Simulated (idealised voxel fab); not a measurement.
Module name: voxel gate over fins (process module)
Cross-section cut spans 165 nm and uses square cells 5 nm in size.
Cross-section = grid of square cells, listed top down in bands; band = one or more rows. The entry gives the band's vertical extent as a top height and a bottom height in nm, then its horizontal make-up as materials from left to right, each with a width in nm. "air" stands for empty space; a single material marked "full width" fills the band edge to edge. It should be noted that heights are counted from 0, beneath which the wafer as supplied is of one material throughout, and that the lowest band possesses no lower boundary but continues downward, as written in "0 nm and below". Think of "30..40" as a width that walks from the first number to the second as you go down the band, top row to bottom row, taking equal-sized steps from row to row. You'll sometimes find "no modification" written for a step, and that's the way of saying that nowhere in the cross-section did a cell change during that step. Any empty space of 8 cells or more lacking an open way to the top shows up in "Closed void listing" as width x height at distance, distance from the left edge, in nm. Whatever follows a step's settings on its line is a remark the simulator itself makes about that step. Regarding "overlay nm": on a step with a mask, it is the distance the mask lay to the right of its planned place; a negative value places it to the left.
# Planned step list for the process
1,RECEIVE,material Si
2,CONFORMAL_DEP,material SiN,thk nm 5
3,MASKED_ETCH,tone cover,mask id FINS,width nm 15,pitch nm 40,etch materials SiN,depth nm 5,overlay nm 0
4,MASKED_ETCH,tone cover,mask id FINS,width nm 15,pitch nm 40,etch materials Si,depth nm 30,overlay nm 0
5,OXIDIZE,depth nm 5
6,FILL_DEP,material SiO2,thk nm 10
7,CMP,height nm 5
8,SELECTIVE_ETCH,etch materials SiO2,depth nm 15
9,STRIP,etch materials SiN
10,CONFORMAL_DEP,material HfO2,thk nm 5
11,CONFORMAL_DEP,material TiN,thk nm 5
12,CONFORMAL_DEP,material TiAl,thk nm 5
13,CONFORMAL_DEP,material TiN,thk nm 5
14,FILL_DEP,material W,thk nm 10
15,CMP,height nm 25
16,CONFORMAL_DEP,material SiN,thk nm 10
# Cross-section of the incoming wafer, state after step 1
- 0 nm and below  Si full width
- Closed void listing: none
# Cross-section: first of two wafers, module finished, run according to plan
- 35 nm to 25 nm  SiN full width
- 25 nm to 20 nm  W full width
- 20 nm to 15 nm  W 20 nm / TiN 125 nm / W 20 nm
- 15 nm to 10 nm  W 20 nm / TiN 5 nm / TiAl 35 nm / TiN 5 nm / TiAl 35 nm / TiN 5 nm / TiAl 35 nm / TiN 5 nm / W 20 nm
- 10 nm to 5 nm  TiN 25 nm / TiAl 5 nm / TiN 25 nm / TiAl 5 nm / TiN 5 nm / TiAl 5 nm / TiN 25 nm / TiAl 5 nm / TiN 5 nm / TiAl 5 nm / TiN 25 nm / TiAl 5 nm / TiN 25 nm
- 5 nm to 0 nm  TiAl 30 nm / TiN 5 nm / HfO2 15 nm / TiN 5 nm / TiAl 15 nm / TiN 5 nm / HfO2 15 nm / TiN 5 nm / TiAl 15 nm / TiN 5 nm / HfO2 15 nm / TiN 5 nm / TiAl 30 nm
- 0 nm to -5 nm  TiN 35 nm / HfO2 5 nm / Si 5 nm / HfO2 5 nm / TiN 25 nm / HfO2 5 nm / Si 5 nm / HfO2 5 nm / TiN 25 nm / HfO2 5 nm / Si 5 nm / HfO2 5 nm / TiN 35 nm
- -5 nm to -10 nm  HfO2 40 nm / Si 5 nm / HfO2 35 nm / Si 5 nm / HfO2 35 nm / Si 5 nm / HfO2 40 nm
- -10 nm to -35 nm  SiO2 40 nm / Si 5 nm / SiO2 35 nm / Si 5 nm / SiO2 35 nm / Si 5 nm / SiO2 40 nm
- -35 nm and below  Si full width
- Closed void listing: none
# This is the second of the two wafers, cross-sectioned at the end of the module; it started exactly like the first and was given the same plan, but it was run with one mistake
- 35 nm to 25 nm  SiN full width
- 25 nm to 20 nm  W full width
- 20 nm to 15 nm  W 15 nm / TiN 135 nm / W 15 nm
- 15 nm to 10 nm  W 15 nm / TiN 5 nm / TiAl 125 nm / TiN 5 nm / W 15 nm
- 10 nm to 5 nm  W 15 nm / TiN 5 nm / TiAl 5 nm / TiN 35 nm / TiAl 5 nm / TiN 35 nm / TiAl 5 nm / TiN 35 nm / TiAl 5 nm / TiN 5 nm / W 15 nm
- 5 nm to 0 nm  W 15 nm / TiN 5 nm / TiAl 5 nm / TiN 5 nm / HfO2 25 nm / TiN 5 nm / TiAl 5 nm / TiN 5 nm / HfO2 25 nm / TiN 5 nm / TiAl 5 nm / TiN 5 nm / HfO2 25 nm / TiN 5 nm / TiAl 5 nm / TiN 5 nm / W 15 nm
- 0 nm to -10 nm  W 15 nm / TiN 5 nm / TiAl 5 nm / TiN 5 nm / HfO2 5 nm / SiO2 5 nm / Si 5 nm / SiO2 5 nm / HfO2 5 nm / TiN 5 nm / TiAl 5 nm / TiN 5 nm / HfO2 5 nm / SiO2 5 nm / Si 5 nm / SiO2 5 nm / HfO2 5 nm / TiN 5 nm / TiAl 5 nm / TiN 5 nm / HfO2 5 nm / SiO2 5 nm / Si 5 nm / SiO2 5 nm / HfO2 5 nm / TiN 5 nm / TiAl 5 nm / TiN 5 nm / W 15 nm
- -10 nm to -15 nm  TiN 20 nm / TiAl 5 nm / TiN 5 nm / HfO2 5 nm / SiO2 5 nm / Si 5 nm / SiO2 5 nm / HfO2 5 nm / TiN 5 nm / TiAl 5 nm / TiN 5 nm / HfO2 5 nm / SiO2 5 nm / Si 5 nm / SiO2 5 nm / HfO2 5 nm / TiN 5 nm / TiAl 5 nm / TiN 5 nm / HfO2 5 nm / SiO2 5 nm / Si 5 nm / SiO2 5 nm / HfO2 5 nm / TiN 5 nm / TiAl 5 nm / TiN 20 nm
- -15 nm to -20 nm  TiAl 25 nm / TiN 5 nm / HfO2 5 nm / SiO2 5 nm / Si 5 nm / SiO2 5 nm / HfO2 5 nm / TiN 5 nm / TiAl 5 nm / TiN 5 nm / HfO2 5 nm / SiO2 5 nm / Si 5 nm / SiO2 5 nm / HfO2 5 nm / TiN 5 nm / TiAl 5 nm / TiN 5 nm / HfO2 5 nm / SiO2 5 nm / Si 5 nm / SiO2 5 nm / HfO2 5 nm / TiN 5 nm / TiAl 25 nm
- -20 nm to -25 nm  TiN 30 nm / HfO2 5 nm / SiO2 5 nm / Si 5 nm / SiO2 5 nm / HfO2 5 nm / TiN 15 nm / HfO2 5 nm / SiO2 5 nm / Si 5 nm / SiO2 5 nm / HfO2 5 nm / TiN 15 nm / HfO2 5 nm / SiO2 5 nm / Si 5 nm / SiO2 5 nm / HfO2 5 nm / TiN 30 nm
- -25 nm to -30 nm  HfO2 35 nm / SiO2 5 nm / Si 5 nm / SiO2 5 nm / HfO2 25 nm / SiO2 5 nm / Si 5 nm / SiO2 5 nm / HfO2 25 nm / SiO2 5 nm / Si 5 nm / SiO2 5 nm / HfO2 35 nm
- -30 nm to -35 nm  SiO2 40 nm / Si 5 nm / SiO2 35 nm / Si 5 nm / SiO2 35 nm / Si 5 nm / SiO2 40 nm
- -35 nm and below  Si full width
- Closed void listing: none
Here's what went sideways: for step 6, the planned setting was not used; the step was instead run as FILL_DEP,material SiN,thk nm 10
Upon completion, the second wafer contains, in terms of cells, a greater or smaller amount of certain materials than the first wafer: HfO2: 24 more | SiO2: 84 fewer | TiAl: 12 more | TiN: 28 more | W: 20 more
